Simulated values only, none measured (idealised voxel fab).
process module | voxel gate over fins
cross-section cut | 175 nm wide | cells 5 nm
A cross-section is a grid of square cells, given in bands from the top down. A band is one or more rows of cells.
Each band's line starts with the height of the band's top and of its bottom, in nm. Then come its materials from left to right, each with its width in nm. One material with "throughout" fills the band from edge to edge. "air" is empty space.
Height 0 is the level under which the wafer as received is all one material. The lowest band goes on downwards, as in "0 down".
A width such as "30 to 40" changes by the same amount from each row of cells to the next, from the band's top row to its bottom row.
"no change" after a step means that no cell of the cross-section changed.
closed voids: empty space of 8 cells or more with no open way to the top, each as width x height at its distance from the left edge, in nm
after a step's settings: what the simulator itself notes on the step
overlay nm, on a step with a mask: how far to the right of its planned place the mask lay; to the left if negative
plan
1 op RECEIVE | material Si
2 op CONFORMAL_DEP | material SiN | thk nm 5
3 op DIRECTIONAL_DEP | material aC | thk nm 10
4 op PATTERN | tone cover | mask id FINS | material resist | width nm 15 | pitch nm 40 | thk nm 25 | overlay nm 0
5 op DIRECTIONAL_ETCH | etch materials aC | depth nm 10
6 op STRIP | etch materials resist
7 op DIRECTIONAL_ETCH | etch materials SiN | depth nm 5
8 op DIRECTIONAL_ETCH | etch materials Si | depth nm 40
9 op STRIP | etch materials aC
10 op FILL_DEP | material SiO2 | thk nm 5
11 op CMP | height nm 5
12 op SELECTIVE_ETCH | etch materials SiO2 | depth nm 20
13 op STRIP | etch materials SiN
14 op CONFORMAL_DEP | material HfO2 | thk nm 5
15 op CONFORMAL_DEP | material TiN | thk nm 5
16 op FILL_DEP | material W | thk nm 15
17 op CMP | height nm 20
18 op CONFORMAL_DEP | material SiN | thk nm 5
as received, after step 1
  0 down: Si throughout
  closed voids: none
a wafer at the end: this start, this plan, one mistake
  25 to 20: SiN throughout
  20 to 15: TiN throughout
  15 to 0: TiN 5 | HfO2 165 | TiN 5
  0 to -15: HfO2 20 | Si 15 | HfO2 25 | Si 15 | HfO2 25 | Si 15 | HfO2 25 | Si 15 | HfO2 20
  -15 to -40: SiO2 20 | Si 15 | SiO2 25 | Si 15 | SiO2 25 | Si 15 | SiO2 25 | Si 15 | SiO2 20
  -40 down: Si throughout
  closed voids: none
what went wrong: step 14 ran as: op CONFORMAL_DEP | material HfO2 | thk nm 15
